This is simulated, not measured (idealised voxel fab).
Process module heading - voxel self aligned vias
We display cut, a cross-section 255 nm in width whose square cells are each 5 nm.
Notation: cross-section as square-cell grid; stated in bands, top first, going down; one or more cell rows per band. In this notation a band is specified by the heights of its top and bottom, in that order and in nm, after which its materials appear from left to right, each paired with its width in nm. The word "throughout" attached to a single material means that material fills the band from edge to edge; the word "air" stands for empty space. Convention: height 0 is the level below which the wafer, as received, is all one material. The lowest band does not terminate at the bottom but continues downward, represented as "0 nm and below". Per-row width for "30 to 40": begins at first number (top row of band), ends at second number (bottom row), increment between rows held constant. Key: "no change" - step with no changed cell in the cross-section. "Sealed voids": sealed empty spaces, 8 cells or more, no open way to top, listed width x height at distance, with distance from the left edge and width, height and distance in nm. Past the settings on a step's line: simulator remark, on that step. When a step includes a mask, the "overlay nm" setting on its line states how far to the right of its planned place that mask lay, and negative values state how far to the left.

-- Process steps (planned)
1 RECEIVE [material Si]
2 CONFORMAL_DEP [material SiO2] [thk nm 10]
3 CONFORMAL_DEP [material SiCN] [thk nm 5]
4 DIRECTIONAL_DEP [material lowk] [thk nm 30]
5 PATTERN [tone open] [mask id LINES] [material resist] [width nm 25] [pitch nm 70] [thk nm 15] [overlay nm 0]
6 DIRECTIONAL_ETCH [etch materials lowk] [depth nm 30]
7 STRIP [etch materials resist]
8 CONFORMAL_DEP [material TiN] [thk nm 5]
9 FILL_DEP [material Ru] [thk nm 5]
10 CMP [height nm 45]
11 SELECTIVE_ETCH [etch materials W Ru TiN] [depth nm 5]
12 FILL_DEP [material SiN] [thk nm 10]
13 CMP [height nm 45]
14 DIRECTIONAL_DEP [material lowk] [thk nm 15]
15 DIRECTIONAL_DEP [material aC] [thk nm 10]
16 PATTERN [tone open] [mask id VIAS] [material resist] [width nm 45] [thk nm 30] [overlay nm 0]
17 DIRECTIONAL_ETCH [etch materials aC] [depth nm 10]
18 STRIP [etch materials resist]
19 DIRECTIONAL_ETCH [etch materials lowk] [depth nm 15]
20 DIRECTIONAL_ETCH [etch materials SiN] [depth nm 5]
21 STRIP [etch materials aC]
22 CONFORMAL_DEP [material TiN] [thk nm 5]
23 FILL_DEP [material Ru] [thk nm 5]
24 CMP [height nm 60]
25 CONFORMAL_DEP [material SiN] [thk nm 5]

-- Cross-section, incoming material, after step 1
    0 nm and below  Si throughout
    Sealed voids: none

-- first wafer at the end, as planned
    65 nm to 60 nm  SiN throughout
    60 nm to 50 nm  lowk 70 nm; TiN 5 nm; Ru 35 nm; TiN 5 nm; lowk 140 nm
    50 nm to 45 nm  lowk 70 nm; TiN 15 nm; Ru 15 nm; TiN 15 nm; lowk 140 nm
    45 nm to 40 nm  lowk 80 nm; TiN 25 nm; lowk 45 nm; SiN 25 nm; lowk 80 nm
    40 nm to 20 nm  lowk 80 nm; TiN 5 nm; Ru 15 nm; TiN 5 nm; lowk 45 nm; TiN 5 nm; Ru 15 nm; TiN 5 nm; lowk 80 nm
    20 nm to 15 nm  lowk 80 nm; TiN 25 nm; lowk 45 nm; TiN 25 nm; lowk 80 nm
    15 nm to 10 nm  SiCN throughout
    10 nm to 0 nm  SiO2 throughout
    0 nm and below  Si throughout
    Sealed voids: none

-- This is the second of the two wafers, cross-sectioned at the end of the module; it started exactly like the first and was given the same plan, but it was run with one mistake
    65 nm to 60 nm  SiN throughout
    60 nm to 50 nm  lowk 65 nm; TiN 5 nm; Ru 35 nm; TiN 5 nm; lowk 145 nm
    50 nm to 45 nm  lowk 65 nm; TiN 20 nm; Ru 15 nm; TiN 10 nm; lowk 145 nm
    45 nm to 40 nm  lowk 80 nm; TiN 25 nm; lowk 45 nm; SiN 25 nm; lowk 80 nm
    40 nm to 20 nm  lowk 80 nm; TiN 5 nm; Ru 15 nm; TiN 5 nm; lowk 45 nm; TiN 5 nm; Ru 15 nm; TiN 5 nm; lowk 80 nm
    20 nm to 15 nm  lowk 80 nm; TiN 25 nm; lowk 45 nm; TiN 25 nm; lowk 80 nm
    15 nm to 10 nm  SiCN throughout
    10 nm to 0 nm  SiO2 throughout
    0 nm and below  Si throughout
    Sealed voids: none
Run error: step 16 off recipe, ran as PATTERN [tone open] [mask id VIAS] [material resist] [width nm 45] [thk nm 30] [overlay nm -5]
When the process is done, the second wafer contains the same cell count of every material as the first wafer, but distributed over other locations.
